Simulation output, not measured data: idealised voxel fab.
The process module that follows is named voxel gate over fins.
The figure presents cross-section cut, which has a width of 170 nm and is divided into square cells with an edge length of 5 nm.
A cross-section in this document is a grid of square cells, and it is written down as bands, the top band listed before the ones below it; a band is made up of one or more rows of cells. The band entry comprises the height of the band's top followed by the height of its bottom, expressed in nm, and subsequently the band's materials from left to right, each stated together with its width in nm. Where a single material is marked with the word "everywhere", that material fills the band from edge to edge. The word "empty" represents empty space. The level at which height equals 0 is the one under which the wafer, as it arrives, is entirely one material. No lower edge exists for the bottom band, which continues downward and is notated as in "0 down". A width given as "30..40" starts at the first number in the band's top row and ends at the second number in its bottom row, shifting by an equal amount at every step from row to row. Any step labelled "no alteration" changed none of the cells in the cross-section. Empty spaces counting at least 8 cells and having no open way to the top are listed in "Sealed cavities". The notation width x height at distance is used for each, the distance being from the left edge and all three values in nm. Past the settings on a step's line: simulator remark, on that step. overlay nm: where the mask lay relative to plan, measured to the right, on steps with a mask; negatives go left.
Planned process steps:
1: RECEIVE with material Si
2: CONFORMAL_DEP with material SiN, thk nm 5
3: DIRECTIONAL_DEP with material aC, thk nm 15
4: PATTERN with tone cover, mask id FINS, material resist, width nm 15, pitch nm 50, thk nm 30, overlay nm 0
5: DIRECTIONAL_ETCH with etch materials aC, depth nm 15
6: STRIP with etch materials resist
7: DIRECTIONAL_ETCH with etch materials SiN, depth nm 5
8: DIRECTIONAL_ETCH with etch materials Si, depth nm 30
9: STRIP with etch materials aC
10: FILL_DEP with material SiO2, thk nm 5
11: CMP with height nm 5
12: DIRECTIONAL_DEP with material aC, thk nm 10
13: PATTERN with tone open, mask id RAIL, material resist, width nm 15, thk nm 30, overlay nm 0
14: DIRECTIONAL_ETCH with etch materials aC, depth nm 10
15: STRIP with etch materials resist
16: DIRECTIONAL_ETCH with etch materials SiO2, depth nm 30
17: STRIP with etch materials aC
18: CONFORMAL_DEP with material TiN, thk nm 5
19: FILL_DEP with material W, thk nm 5
20: CMP with height nm 5
21: SELECTIVE_ETCH with etch materials W Ru TiN, depth nm 25
22: FILL_DEP with material SiO2, thk nm 5
23: CMP with height nm 5
24: SELECTIVE_ETCH with etch materials SiO2, depth nm 20
25: STRIP with etch materials SiN
26: CONFORMAL_DEP with material HfO2, thk nm 5
27: CONFORMAL_DEP with material TiN, thk nm 5
28: FILL_DEP with material W, thk nm 10
29: CMP with height nm 15
30: CONFORMAL_DEP with material SiN, thk nm 10
Be aware that, although all wafers share a common starting state, the width nm at step 13 differs among them, and the plan displays the first wafer's value.
The first of several wafers, as received after step 1, seen in section:
> 0 down  Si everywhere
> Sealed cavities: none
Table: wafers, a row each; end-of-module cell change per material since receipt, gain (+), loss (-); then closed voids:
width nm 15, +46 HfO2, -168 Si, +68 SiN, +81 SiO2, +49 TiN, +94 W, Sealed cavities: none
width nm 20, +46 HfO2, -168 Si, +68 SiN, +80 SiO2, +50 TiN, +94 W, Sealed cavities: none
width nm 25, +46 HfO2, -168 Si, +68 SiN, +79 SiO2, +51 TiN, +94 W, Sealed cavities: none
width nm 30, +46 HfO2, -168 Si, +68 SiN, +78 SiO2, +52 TiN, +94 W, Sealed cavities: none
